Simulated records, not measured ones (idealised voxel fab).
process module | voxel fin reveal
cross-section cut | 240 nm wide | cells 5 nm
A cross-section is a grid of square cells, given in bands from the top down. A band is one or more rows of cells.
Each band's line starts with the height of the band's top and of its bottom, in nm. Then come its materials from left to right, each with its width in nm. One material with "throughout" fills the band from edge to edge. "air" is empty space.
Height 0 is the level under which the wafer as received is all one material. The lowest band goes on downwards, as in "0 down".
A width such as "30 to 40" changes by the same amount from each row of cells to the next, from the band's top row to its bottom row.
"no change" after a step means that no cell of the cross-section changed.
closed voids: empty space of 8 cells or more with no open way to the top, each as width x height at its distance from the left edge, in nm
after a step's settings: what the simulator itself notes on the step
overlay nm, on a step with a mask: how far to the right of its planned place the mask lay; to the left if negative
plan
1 op RECEIVE | material Si
2 op CONFORMAL_DEP | material SiN | thk nm 5
3 op DIRECTIONAL_DEP | material aC | thk nm 15
4 op PATTERN | tone cover | mask id FINS | material resist | width nm 15 | pitch nm 45 | thk nm 35 | overlay nm 0
5 op DIRECTIONAL_ETCH | etch materials aC | depth nm 15
6 op STRIP | etch materials resist
7 op DIRECTIONAL_ETCH | etch materials SiN | depth nm 5
8 op DIRECTIONAL_ETCH | etch materials Si | depth nm 35
9 op STRIP | etch materials aC
10 op FILL_DEP | material SiO2 | thk nm 15
11 op CMP | height nm 5
12 op SELECTIVE_ETCH | etch materials SiO2 | depth nm 30
13 op STRIP | etch materials SiN
14 op CONFORMAL_DEP | material HfO2 | thk nm 5
as received, after step 1
  0 down: Si throughout
  closed voids: none
first wafer at the end, as planned
  5 to 0: air 60 | HfO2 25 | air 20 | HfO2 25 | air 20 | HfO2 25 | air 65
  0 to -20: air 60 | HfO2 5 | Si 15 | HfO2 5 | air 20 | HfO2 5 | Si 15 | HfO2 5 | air 20 | HfO2 5 | Si 15 | HfO2 5 | air 65
  -20 to -25: HfO2 65 | Si 15 | HfO2 30 | Si 15 | HfO2 30 | Si 15 | HfO2 70
  -25 to -35: SiO2 65 | Si 15 | SiO2 30 | Si 15 | SiO2 30 | Si 15 | SiO2 70
  -35 down: Si throughout
  closed voids: none
second wafer at the end: like start, like plan, one mistake
  0 to -5: air 60 | HfO2 25 | air 20 | HfO2 25 | air 20 | HfO2 25 | air 65
  -5 to -30: air 60 | HfO2 5 | Si 15 | HfO2 5 | air 20 | HfO2 5 | Si 15 | HfO2 5 | air 20 | HfO2 5 | Si 15 | HfO2 5 | air 65
  -30 to -35: HfO2 65 | Si 15 | HfO2 30 | Si 15 | HfO2 30 | Si 15 | HfO2 70
  -35 down: Si throughout
  closed voids: none
what went wrong: step 11 ran as: op CMP | height nm -5
at the end the second wafer has, in cells: 6 more of HfO2 | 9 fewer of Si | 78 fewer of SiO2
